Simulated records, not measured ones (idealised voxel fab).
Proc. module: voxel wiring stack
It is cross-section cut that appears here, measuring 290 nm in width, its square cells being 5 nm in size.
This document writes a cross-section as a grid whose cells are square, and gives it as bands, listed from the top down; one or more rows of cells form a band. In this notation a band is specified by the heights of its top and bottom, in that order and in nm, after which its materials appear from left to right, each paired with its width in nm. The word "edge to edge" attached to a single material means that material fills the band from edge to edge; the word "blank" stands for empty space. We count height from 0. Below that, the starting wafer is all one material. The lowest band never ends at the bottom but goes on down; see "0 -> down" for how that is written. A width such as "30 to 40" changes by the same amount from each row of cells to the next, from the band's top row to its bottom row. You'll sometimes find "stayed the same" written for a step, and that's the way of saying that nowhere in the cross-section did a cell change during that step. "Voids lacking openings" enumerates empty spaces isolated from the top, with no open way to it, that contain at least 8 cells, giving each as width x height at distance from the left edge, all three in nm. Whatever follows a step's settings on its line is a remark the simulator itself makes about that step. The setting "overlay nm" may be written on the line of a step. When the step uses a mask, the value reports how far to the right of the planned place the mask lay, and a negative value reports that it lay to the left.
# Process steps - plan
- 1: RECEIVE [material Si]
- 2: CONFORMAL_DEP [material SiO2] [thk nm 10]
- 3: CONFORMAL_DEP [material SiN] [thk nm 5]
- 4: DIRECTIONAL_DEP [material lowk] [thk nm 15]
- 5: MASKED_ETCH [tone open] [mask id METAL_1] [width nm 20] [pitch nm 50] [etch materials lowk] [depth nm 15] [overlay nm 0]
- 6: MASKED_ETCH [tone open] [mask id METAL_1] [width nm 20] [pitch nm 50] [etch materials SiN] [depth nm 5] [overlay nm 0]
- 7: CONFORMAL_DEP [material TiN] [thk nm 5]
- 8: FILL_DEP [material Cu] [thk nm 5]
- 9: CMP [height nm 30]
- 10: CONFORMAL_DEP [material SiCN] [thk nm 5]
- 11: DIRECTIONAL_DEP [material SiO2] [thk nm 30]
- 12: PATTERN [tone open] [mask id METAL_2_HOLES] [material resist] [width nm 15] [pitch nm 50] [thk nm 15] [overlay nm 0]
- 13: DIRECTIONAL_ETCH [etch materials SiO2] [depth nm 30]
- 14: STRIP [etch materials resist]
- 15: MASKED_ETCH [tone open] [mask id METAL_2] [width nm 20] [pitch nm 50] [etch materials SiO2] [depth nm 15] [overlay nm 0]
- 16: MASKED_ETCH [tone open] [mask id METAL_2] [width nm 20] [pitch nm 50] [etch materials SiCN] [depth nm 5] [overlay nm 0]
- 17: CONFORMAL_DEP [material TiN] [thk nm 5]
- 18: FILL_DEP [material Cu] [thk nm 5]
- 19: CMP [height nm 65]
- 20: CONFORMAL_DEP [material SiCN] [thk nm 5]
# Wafer as received: cross-section following step 1
> 0 -> down: Si edge to edge
> Voids lacking openings: none
# Cross-sectional view of the first of the two wafers upon completion of the module, processed in accordance with the plan
> 70 -> 65: SiCN edge to edge
> 65 -> 55: SiO2=60  TiN=5  Cu=10  TiN=5  SiO2=30  TiN=5  Cu=10  TiN=5  SiO2=30  TiN=5  Cu=10  TiN=5  SiO2=30  TiN=5  Cu=10  TiN=5  SiO2=60
> 55 -> 50: SiO2=60  TiN=5  Cu=5  TiN=10  SiO2=30  TiN=5  Cu=5  TiN=10  SiO2=30  TiN=5  Cu=5  TiN=10  SiO2=30  TiN=5  Cu=5  TiN=10  SiO2=60
> 50 -> 35: SiO2=60  TiN=5  Cu=5  TiN=5  SiO2=35  TiN=5  Cu=5  TiN=5  SiO2=35  TiN=5  Cu=5  TiN=5  SiO2=35  TiN=5  Cu=5  TiN=5  SiO2=65
> 35 -> 30: SiCN=60  TiN=15  SiCN=35  TiN=15  SiCN=35  TiN=15  SiCN=35  TiN=15  SiCN=65
> 30 -> 15: lowk=60  TiN=5  Cu=10  TiN=5  lowk=30  TiN=5  Cu=10  TiN=5  lowk=30  TiN=5  Cu=10  TiN=5  lowk=30  TiN=5  Cu=10  TiN=5  lowk=60
> 15 -> 10: SiN=60  TiN=20  SiN=30  TiN=20  SiN=30  TiN=20  SiN=30  TiN=20  SiN=60
> 10 -> 0: SiO2 edge to edge
> 0 -> down: Si edge to edge
> Voids lacking openings: none
# Cross-sectional view: second of two wafers, end of module; start and plan identical to the first, one mistake in running
> 70 -> 65: SiCN edge to edge
> 65 -> 55: SiO2=60  TiN=5  Cu=10  TiN=5  SiO2=30  TiN=5  Cu=10  TiN=5  SiO2=30  TiN=5  Cu=10  TiN=5  SiO2=30  TiN=5  Cu=10  TiN=5  SiO2=60
> 55 -> 50: SiO2=60  TiN=5  Cu=5  TiN=10  SiO2=30  TiN=5  Cu=5  TiN=10  SiO2=30  TiN=5  Cu=5  TiN=10  SiO2=30  TiN=5  Cu=5  TiN=10  SiO2=60
> 50 -> 35: SiO2=60  TiN=5  Cu=5  TiN=5  SiO2=35  TiN=5  Cu=5  TiN=5  SiO2=35  TiN=5  Cu=5  TiN=5  SiO2=35  TiN=5  Cu=5  TiN=5  SiO2=65
> 35 -> 30: SiCN=60  TiN=15  SiCN=35  TiN=15  SiCN=35  TiN=15  SiCN=35  TiN=15  SiCN=65
> 30 -> 25: TiN=65  Cu=10  TiN=40  Cu=10  TiN=40  Cu=10  TiN=40  Cu=10  TiN=65
> 25 -> 15: lowk=60  TiN=5  Cu=10  TiN=5  lowk=30  TiN=5  Cu=10  TiN=5  lowk=30  TiN=5  Cu=10  TiN=5  lowk=30  TiN=5  Cu=10  TiN=5  lowk=60
> 15 -> 10: lowk=60  TiN=20  lowk=30  TiN=20  lowk=30  TiN=20  lowk=30  TiN=20  lowk=60
> 10 -> 0: SiO2 edge to edge
> 0 -> down: Si edge to edge
> Voids lacking openings: none
Diagnosis: execution of step 3 of the plan did not take place, the step having been omitted
Wrapping up, a cell-based count of both wafers puts the second over or under the first for these materials: 42 fewer of SiN, 42 more of TiN
